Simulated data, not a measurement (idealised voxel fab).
Process module under the name voxel transistor to metal
In the cross-section labelled cut, the width is 185 nm and each square cell is 5 nm.
Cross-sections here: square-cell grids, written as top-down lists of bands, a band being one or more rows of cells.
Each band's line starts with the height of the band's top and of its bottom, in nm. Then come its materials from left to right, each with its width in nm. One material with "all across" fills the band from edge to edge. "air" is empty space.
Beneath 0, the wafer as received is one material, and that level is where height counting begins. The lowest band goes on downward without a bottom; it is written like "top 0, no bottom".
Read "30 to 40" as a graded width: first number on top, second number at the bottom, same change between each pair of neighbouring rows.
Basically "nothing changed" means that step didn't change any cell in the cross-section.
Under "Sealed-off cavities" you'll find the enclosed gaps, the ones with no way out to the top, that are 8 cells or bigger; each reads width x height at distance, with distance counted from the left edge, everything in nm.
Where a step's line continues beyond its settings, the continuation is a remark by the simulator itself on that step.
What "overlay nm" on a step's line means: if the step has a mask, that mask lay this far to the right of its planned place, or, when the value is negative, to the left.
The planned process steps are enumerated hereunder:
1 RECEIVE with material Si
2 CONFORMAL_DEP with material SiO2, thk nm 5
3 CONFORMAL_DEP with material SiN, thk nm 10
4 MASKED_ETCH with tone cover, mask id ACTIVE, width nm 95, etch materials SiN, depth nm 10, overlay nm 0
5 MASKED_ETCH with tone cover, mask id ACTIVE, width nm 95, etch materials SiO2, depth nm 5, overlay nm 0
6 MASKED_ETCH with tone cover, mask id ACTIVE, width nm 95, etch materials Si, depth nm 30, overlay nm 0
7 FILL_DEP with material SiO2, thk nm 10
8 CMP with height nm 15
9 SELECTIVE_ETCH with etch materials SiO2, depth nm 5
10 STRIP with etch materials SiN
11 SELECTIVE_ETCH with etch materials SiO2, depth nm 5
12 OXIDIZE with depth nm 5
13 DIRECTIONAL_DEP with material polySi, thk nm 30
14 DIRECTIONAL_DEP with material SiCN, thk nm 10
15 MASKED_ETCH with tone cover, mask id GATE, width nm 15, etch materials SiCN, depth nm 20, overlay nm 0
16 MASKED_ETCH with tone cover, mask id GATE, width nm 15, etch materials polySi, depth nm 40, overlay nm 0
17 CONFORMAL_DEP with material SiN, thk nm 10
18 DIRECTIONAL_ETCH with etch materials SiN, depth nm 10
19 DIRECTIONAL_ETCH with etch materials SiO2, depth nm 5
20 DIRECTIONAL_ETCH with etch materials Si, depth nm 10
21 EPI with material nSi, thk nm 10
22 FILL_DEP with material SiO2, thk nm 10
23 CMP with height nm 40
24 DIRECTIONAL_DEP with material SiO2, thk nm 10
25 PATTERN with tone open, mask id CONTACT, material resist, width nm 30, pitch nm 55, thk nm 20, overlay nm 0
26 DIRECTIONAL_ETCH with etch materials SiO2, depth nm 55
27 STRIP with etch materials resist
28 CONFORMAL_DEP with material TiN, thk nm 5
29 FILL_DEP with material Ru, thk nm 5
30 CMP with height nm 50
31 DIRECTIONAL_DEP with material TiN, thk nm 5
32 DIRECTIONAL_DEP with material W, thk nm 15
33 PATTERN with tone cover, mask id METAL_1, material resist, width nm 20, pitch nm 65, thk nm 20, overlay nm 0
34 DIRECTIONAL_ETCH with etch materials W, depth nm 15
35 DIRECTIONAL_ETCH with etch materials TiN, depth nm 5
36 STRIP with etch materials resist
37 CONFORMAL_DEP with material SiCN, thk nm 5
38 FILL_DEP with material SiO2, thk nm 5
39 CMP with height nm 70
40 CONFORMAL_DEP with material SiN, thk nm 5
The first of two wafers, run as planned:
Cross-section of the incoming wafer, state after step 1:
  top 0, no bottom  Si all across
  Sealed-off cavities: none
After step 2: wafer cross-section:
  top 5, bottom 0  SiO2 all across
  All layers under 0 are left as they were.
After step 3: wafer cross-section:
  top 15, bottom 5  SiN all across
  All layers under 5 are left as they were.
After step 4: wafer cross-section:
  top 15, bottom 5  air=45 | SiN=95 | air=45
  All layers under 5 are left as they were.
After step 5: wafer cross-section:
  top 15, bottom 5  air=45 | SiN=95 | air=45
  top 5, bottom 0  air=45 | SiO2=95 | air=45
  All layers under 0 are left as they were.
After step 6: wafer cross-section:
  top 15, bottom 5  air=45 | SiN=95 | air=45
  top 5, bottom 0  air=45 | SiO2=95 | air=45
  top 0, bottom -30  air=45 | Si=95 | air=45
  All layers under -30 are left as they were.
After step 7: wafer cross-section:
  top 25, bottom 15  SiO2 all across
  top 15, bottom 5  SiO2=45 | SiN=95 | SiO2=45
  top 5, bottom 0  SiO2 all across
  top 0, bottom -30  SiO2=45 | Si=95 | SiO2=45
  All layers under -30 are left as they were.
After step 8: wafer cross-section:
  top 15, bottom 5  SiO2=45 | SiN=95 | SiO2=45
  All layers under 5 are left as they were.
After step 9: wafer cross-section:
  top 15, bottom 10  air=45 | SiN=95 | air=45
  All layers under 10 are left as they were.
After step 10: wafer cross-section:
  top 10, bottom 5  SiO2=45 | air=95 | SiO2=45
  All layers under 5 are left as they were.
After step 11: wafer cross-section:
  top 5, bottom 0  SiO2=40 | air=105 | SiO2=40
  All layers under 0 are left as they were.
After step 12: wafer cross-section:
  top 5, bottom 0  SiO2=40 | air=105 | SiO2=40
  top 0, bottom -5  SiO2 all across
  All layers under -5 are left as they were.
After step 13: wafer cross-section:
  top 35, bottom 30  polySi=40 | air=105 | polySi=40
  top 30, bottom 5  polySi all across
  top 5, bottom 0  SiO2=40 | polySi=105 | SiO2=40
  All layers under 0 are left as they were.
After step 14: wafer cross-section:
  top 45, bottom 40  SiCN=40 | air=105 | SiCN=40
  top 40, bottom 35  SiCN all across
  top 35, bottom 30  polySi=40 | SiCN=105 | polySi=40
  All layers under 30 are left as they were.
After step 15: wafer cross-section:
  top 40, bottom 35  air=85 | SiCN=15 | air=85
  top 35, bottom 30  polySi=40 | air=45 | SiCN=15 | air=45 | polySi=40
  All layers under 30 are left as they were.
After step 16: wafer cross-section:
  top 40, bottom 30  air=85 | SiCN=15 | air=85
  top 30, bottom 5  air=85 | polySi=15 | air=85
  top 5, bottom 0  SiO2=40 | air=45 | polySi=15 | air=45 | SiO2=40
  All layers under 0 are left as they were.
After step 17: wafer cross-section:
  top 50, bottom 40  air=75 | SiN=35 | air=75
  top 40, bottom 30  air=75 | SiN=10 | SiCN=15 | SiN=10 | air=75
  top 30, bottom 15  air=75 | SiN=10 | polySi=15 | SiN=10 | air=75
  top 15, bottom 10  SiN=50 | air=25 | SiN=10 | polySi=15 | SiN=10 | air=25 | SiN=50
  top 10, bottom 5  SiN=85 | polySi=15 | SiN=85
  top 5, bottom 0  SiO2=40 | SiN=45 | polySi=15 | SiN=45 | SiO2=40
  All layers under 0 are left as they were.
After step 18: wafer cross-section:
  top 40, bottom 30  air=75 | SiN=10 | SiCN=15 | SiN=10 | air=75
  top 30, bottom 5  air=75 | SiN=10 | polySi=15 | SiN=10 | air=75
  top 5, bottom 0  SiO2=40 | SiN=10 | air=25 | SiN=10 | polySi=15 | SiN=10 | air=25 | SiN=10 | SiO2=40
  All layers under 0 are left as they were.
After step 19: wafer cross-section:
  top 40, bottom 30  air=75 | SiN=10 | SiCN=15 | SiN=10 | air=75
  top 30, bottom 5  air=75 | SiN=10 | polySi=15 | SiN=10 | air=75
  top 5, bottom 0  air=40 | SiN=10 | air=25 | SiN=10 | polySi=15 | SiN=10 | air=25 | SiN=10 | air=40
  top 0, bottom -5  SiO2=50 | air=25 | SiO2=35 | air=25 | SiO2=50
  All layers under -5 are left as they were.
After step 20: wafer cross-section:
  top 40, bottom 30  air=75 | SiN=10 | SiCN=15 | SiN=10 | air=75
  top 30, bottom 5  air=75 | SiN=10 | polySi=15 | SiN=10 | air=75
  top 5, bottom 0  air=40 | SiN=10 | air=25 | SiN=10 | polySi=15 | SiN=10 | air=25 | SiN=10 | air=40
  top 0, bottom -5  SiO2=50 | air=25 | SiO2=35 | air=25 | SiO2=50
  top -5, bottom -15  SiO2=45 | Si=5 | air=25 | Si=35 | air=25 | Si=5 | SiO2=45
  All layers under -15 are left as they were.
After step 21: wafer cross-section:
  top 40, bottom 30  air=75 | SiN=10 | SiCN=15 | SiN=10 | air=75
  top 30, bottom 5  air=75 | SiN=10 | polySi=15 | SiN=10 | air=75
  top 5, bottom 0  air=40 | SiN=10 | nSi=10 | air=5 | nSi=10 | SiN=10 | polySi=15 | SiN=10 | nSi=10 | air=5 | nSi=10 | SiN=10 | air=40
  top 0, bottom -5  SiO2=50 | nSi=10 | air=5 | nSi=10 | SiO2=35 | nSi=10 | air=5 | nSi=10 | SiO2=50
  top -5, bottom -15  SiO2=45 | Si=5 | nSi=25 | Si=35 | nSi=25 | Si=5 | SiO2=45
  All layers under -15 are left as they were.
After step 22: wafer cross-section:
  top 50, bottom 40  SiO2 all across
  top 40, bottom 30  SiO2=75 | SiN=10 | SiCN=15 | SiN=10 | SiO2=75
  top 30, bottom 5  SiO2=75 | SiN=10 | polySi=15 | SiN=10 | SiO2=75
  top 5, bottom 0  SiO2=40 | SiN=10 | nSi=10 | SiO2=5 | nSi=10 | SiN=10 | polySi=15 | SiN=10 | nSi=10 | SiO2=5 | nSi=10 | SiN=10 | SiO2=40
  top 0, bottom -5  SiO2=50 | nSi=10 | SiO2=5 | nSi=10 | SiO2=35 | nSi=10 | SiO2=5 | nSi=10 | SiO2=50
  All layers under -5 are left as they were.
After step 23: wafer cross-section:
  top 40, bottom 30  SiO2=75 | SiN=10 | SiCN=15 | SiN=10 | SiO2=75
  All layers under 30 are left as they were.
After step 24: wafer cross-section:
  top 50, bottom 40  SiO2 all across
  All layers under 40 are left as they were.
After step 25: wafer cross-section:
  top 70, bottom 50  resist=50 | air=30 | resist=25 | air=30 | resist=50
  All layers under 50 are left as they were.
After step 26: wafer cross-section:
  top 70, bottom 50  resist=50 | air=30 | resist=25 | air=30 | resist=50
  top 50, bottom 40  SiO2=50 | air=30 | SiO2=25 | air=30 | SiO2=50
  top 40, bottom 30  SiO2=50 | air=25 | SiN=10 | SiCN=15 | SiN=10 | air=25 | SiO2=50
  top 30, bottom 5  SiO2=50 | air=25 | SiN=10 | polySi=15 | SiN=10 | air=25 | SiO2=50
  top 5, bottom 0  SiO2=40 | SiN=10 | nSi=10 | air=5 | nSi=10 | SiN=10 | polySi=15 | SiN=10 | nSi=10 | air=5 | nSi=10 | SiN=10 | SiO2=40
  top 0, bottom -5  SiO2=50 | nSi=10 | air=5 | nSi=10 | SiO2=35 | nSi=10 | air=5 | nSi=10 | SiO2=50
  All layers under -5 are left as they were.
After step 27: wafer cross-section:
  top 50, bottom 40  SiO2=50 | air=30 | SiO2=25 | air=30 | SiO2=50
  All layers under 40 are left as they were.
After step 28: wafer cross-section:
  top 55, bottom 50  TiN=55 | air=20 | TiN=35 | air=20 | TiN=55
  top 50, bottom 40  SiO2=50 | TiN=5 | air=20 to 15 | TiN=5 to 10 | SiO2=25 | TiN=5 to 10 | air=20 to 15 | TiN=5 | SiO2=50
  top 40, bottom 30  SiO2=50 | TiN=5 | air=15 | TiN=5 | SiN=10 | SiCN=15 | SiN=10 | TiN=5 | air=15 | TiN=5 | SiO2=50
  top 30, bottom 10  SiO2=50 | TiN=5 | air=15 | TiN=5 | SiN=10 | polySi=15 | SiN=10 | TiN=5 | air=15 | TiN=5 | SiO2=50
  top 10, bottom 5  SiO2=50 | TiN=25 | SiN=10 | polySi=15 | SiN=10 | TiN=25 | SiO2=50
  top 5, bottom 0  SiO2=40 | SiN=10 | nSi=10 | TiN=5 | nSi=10 | SiN=10 | polySi=15 | SiN=10 | nSi=10 | TiN=5 | nSi=10 | SiN=10 | SiO2=40
  top 0, bottom -5  SiO2=50 | nSi=10 | TiN=5 | nSi=10 | SiO2=35 | nSi=10 | TiN=5 | nSi=10 | SiO2=50
  All layers under -5 are left as they were.
After step 29: wafer cross-section:
  top 60, bottom 55  Ru all across
  top 55, bottom 50  TiN=55 | Ru=20 | TiN=35 | Ru=20 | TiN=55
  top 50, bottom 40  SiO2=50 | TiN=5 | Ru=20 to 15 | TiN=5 to 10 | SiO2=25 | TiN=5 to 10 | Ru=20 to 15 | TiN=5 | SiO2=50
  top 40, bottom 30  SiO2=50 | TiN=5 | Ru=15 | TiN=5 | SiN=10 | SiCN=15 | SiN=10 | TiN=5 | Ru=15 | TiN=5 | SiO2=50
  top 30, bottom 10  SiO2=50 | TiN=5 | Ru=15 | TiN=5 | SiN=10 | polySi=15 | SiN=10 | TiN=5 | Ru=15 | TiN=5 | SiO2=50
  All layers under 10 are left as they were.
After step 30: wafer cross-section:
  top 50, bottom 40  SiO2=50 | TiN=5 | Ru=20 to 15 | TiN=5 to 10 | SiO2=25 | TiN=5 to 10 | Ru=20 to 15 | TiN=5 | SiO2=50
  All layers under 40 are left as they were.
After step 31: wafer cross-section:
  top 55, bottom 50  TiN all across
  All layers under 50 are left as they were.
After step 32: wafer cross-section:
  top 70, bottom 55  W all across
  All layers under 55 are left as they were.
After step 33: wafer cross-section:
  top 90, bottom 70  air=50 | resist=20 | air=45 | resist=20 | air=50
  All layers under 70 are left as they were.
After step 34: wafer cross-section:
  top 90, bottom 70  air=50 | resist=20 | air=45 | resist=20 | air=50
  top 70, bottom 55  air=50 | W=20 | air=45 | W=20 | air=50
  All layers under 55 are left as they were.
After step 35: wafer cross-section:
  top 90, bottom 70  air=50 | resist=20 | air=45 | resist=20 | air=50
  top 70, bottom 55  air=50 | W=20 | air=45 | W=20 | air=50
  top 55, bottom 50  air=50 | TiN=20 | air=45 | TiN=20 | air=50
  All layers under 50 are left as they were.
After step 36: wafer cross-section:
  top 70, bottom 55  air=50 | W=20 | air=45 | W=20 | air=50
  All layers under 55 are left as they were.
After step 37: wafer cross-section:
  top 75, bottom 70  air=45 | SiCN=30 | air=35 | SiCN=30 | air=45
  top 70, bottom 55  air=45 | SiCN=5 | W=20 | SiCN=5 | air=35 | SiCN=5 | W=20 | SiCN=5 | air=45
  top 55, bottom 50  SiCN=50 | TiN=20 | SiCN=45 | TiN=20 | SiCN=50
  All layers under 50 are left as they were.
After step 38: wafer cross-section:
  top 80, bottom 75  SiO2 all across
  top 75, bottom 70  SiO2=45 | SiCN=30 | SiO2=35 | SiCN=30 | SiO2=45
  top 70, bottom 55  SiO2=45 | SiCN=5 | W=20 | SiCN=5 | SiO2=35 | SiCN=5 | W=20 | SiCN=5 | SiO2=45
  All layers under 55 are left as they were.
After step 39: wafer cross-section:
  top 70, bottom 55  SiO2=45 | SiCN=5 | W=20 | SiCN=5 | SiO2=35 | SiCN=5 | W=20 | SiCN=5 | SiO2=45
  All layers under 55 are left as they were.
After step 40: wafer cross-section:
  top 75, bottom 70  SiN all across
  All layers under 70 are left as they were.
Wafer two: like wafer one in start and plan, but with one mistake in execution; identical up to and including step 30:
The second wafer cut through, at the time step 31 was supposed to be finished:
  top 65, bottom 50  W all across
  All layers under 50 are left as they were.
The second wafer cut through, at the time step 32 was supposed to be finished:
  top 70, bottom 65  TiN all across
  All layers under 65 are left as they were.
The second wafer cut through, at the time step 33 was supposed to be finished:
  top 90, bottom 70  air=50 | resist=20 | air=45 | resist=20 | air=50
  All layers under 70 are left as they were.
The second wafer cut through, at the time step 34 was supposed to be finished: nothing changed
The second wafer cut through, at the time step 35 was supposed to be finished:
  top 90, bottom 70  air=50 | resist=20 | air=45 | resist=20 | air=50
  top 70, bottom 65  air=50 | TiN=20 | air=45 | TiN=20 | air=50
  All layers under 65 are left as they were.
The second wafer cut through, at the time step 36 was supposed to be finished:
  top 70, bottom 65  air=50 | TiN=20 | air=45 | TiN=20 | air=50
  All layers under 65 are left as they were.
The second wafer cut through, at the time step 37 was supposed to be finished:
  top 75, bottom 70  air=45 | SiCN=30 | air=35 | SiCN=30 | air=45
  top 70, bottom 65  SiCN=50 | TiN=20 | SiCN=45 | TiN=20 | SiCN=50
  All layers under 65 are left as they were.
The second wafer cut through, at the time step 38 was supposed to be finished:
  top 80, bottom 75  SiO2 all across
  top 75, bottom 70  SiO2=45 | SiCN=30 | SiO2=35 | SiCN=30 | SiO2=45
  All layers under 70 are left as they were.
The second wafer cut through, at the time step 39 was supposed to be finished:
  top 70, bottom 65  SiCN=50 | TiN=20 | SiCN=45 | TiN=20 | SiCN=50
  All layers under 65 are left as they were.
The second wafer cut through, at the time step 40 was supposed to be finished:
  top 75, bottom 70  SiN all across
  All layers under 70 are left as they were.
What was the processing mistake? steps 31 and 32: order swapped relative to plan
The closing comparison, in cells, has the second wafer with more or fewer of some materials than the first: SiCN: 12 fewer, SiO2: 75 fewer, W: 87 more
